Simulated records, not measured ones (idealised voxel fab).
process module | voxel self aligned contacts
cross-section cut | 270 nm wide | cells 5 nm
A cross-section is a grid of square cells, given in bands from the top down. A band is one or more rows of cells.
Each band's line starts with the height of the band's top and of its bottom, in nm. Then come its materials from left to right, each with its width in nm. One material with "throughout" fills the band from edge to edge. "air" is empty space.
Height 0 is the level under which the wafer as received is all one material. The lowest band goes on downwards, as in "0 down".
A width such as "30 to 40" changes by the same amount from each row of cells to the next, from the band's top row to its bottom row.
"no change" after a step means that no cell of the cross-section changed.
closed voids: empty space of 8 cells or more with no open way to the top, each as width x height at its distance from the left edge, in nm
after a step's settings: what the simulator itself notes on the step
overlay nm, on a step with a mask: how far to the right of its planned place the mask lay; to the left if negative
plan
1 op RECEIVE | material Si
2 op CONFORMAL_DEP | material SiO2 | thk nm 5
3 op DIRECTIONAL_DEP | material polySi | thk nm 25
4 op DIRECTIONAL_DEP | material SiN | thk nm 25
5 op DIRECTIONAL_DEP | material aC | thk nm 10
6 op PATTERN | tone cover | mask id GATE | material resist | width nm 30 | pitch nm 75 | thk nm 25 | overlay nm -15
7 op DIRECTIONAL_ETCH | etch materials aC | depth nm 10
8 op STRIP | etch materials resist
9 op DIRECTIONAL_ETCH | etch materials SiN | depth nm 25
10 op DIRECTIONAL_ETCH | etch materials polySi | depth nm 25
11 op STRIP | etch materials aC
12 op CONFORMAL_DEP | material SiN | thk nm 10
13 op DIRECTIONAL_ETCH | etch materials SiN | depth nm 10
14 op FILL_DEP | material SiO2 | thk nm 10
15 op CMP | height nm 60
16 op DIRECTIONAL_DEP | material aC | thk nm 10
17 op PATTERN | tone open | mask id CONTACT | material resist | width nm 55 | thk nm 30 | overlay nm 0
18 op DIRECTIONAL_ETCH | etch materials aC | depth nm 10
19 op STRIP | etch materials resist
20 op DIRECTIONAL_ETCH | etch materials SiO2 | depth nm 60
21 op STRIP | etch materials aC
22 op CONFORMAL_DEP | material TiN | thk nm 5
23 op FILL_DEP | material W | thk nm 5
24 op CMP | height nm 60
25 op CONFORMAL_DEP | material SiCN | thk nm 5
varied across the wafers: overlay nm of step 6. The plan shows the first wafer's value. All wafers start alike
first wafer as received, after step 1
  0 down: Si throughout
  closed voids: none
each wafer at the end: cells of each material gained (+) or lost (-) since it was received, then its closed voids
overlay nm -15 | +54 SiCN | +140 SiN | +382 SiO2 | +33 TiN | +33 W | +60 polySi | closed voids: none
overlay nm -10 | +54 SiCN | +140 SiN | +382 SiO2 | +33 TiN | +33 W | +60 polySi | closed voids: none
overlay nm -5 | +54 SiCN | +140 SiN | +382 SiO2 | +33 TiN | +33 W | +60 polySi | closed voids: none
overlay nm 0 | +54 SiCN | +140 SiN | +382 SiO2 | +33 TiN | +33 W | +60 polySi | closed voids: none
overlay nm 5 | +54 SiCN | +140 SiN | +382 SiO2 | +33 TiN | +33 W | +60 polySi | closed voids: none
overlay nm 10 | +54 SiCN | +140 SiN | +382 SiO2 | +33 TiN | +33 W | +60 polySi | closed voids: none
overlay nm 15 | +54 SiCN | +140 SiN | +382 SiO2 | +33 TiN | +33 W | +60 polySi | closed voids: none
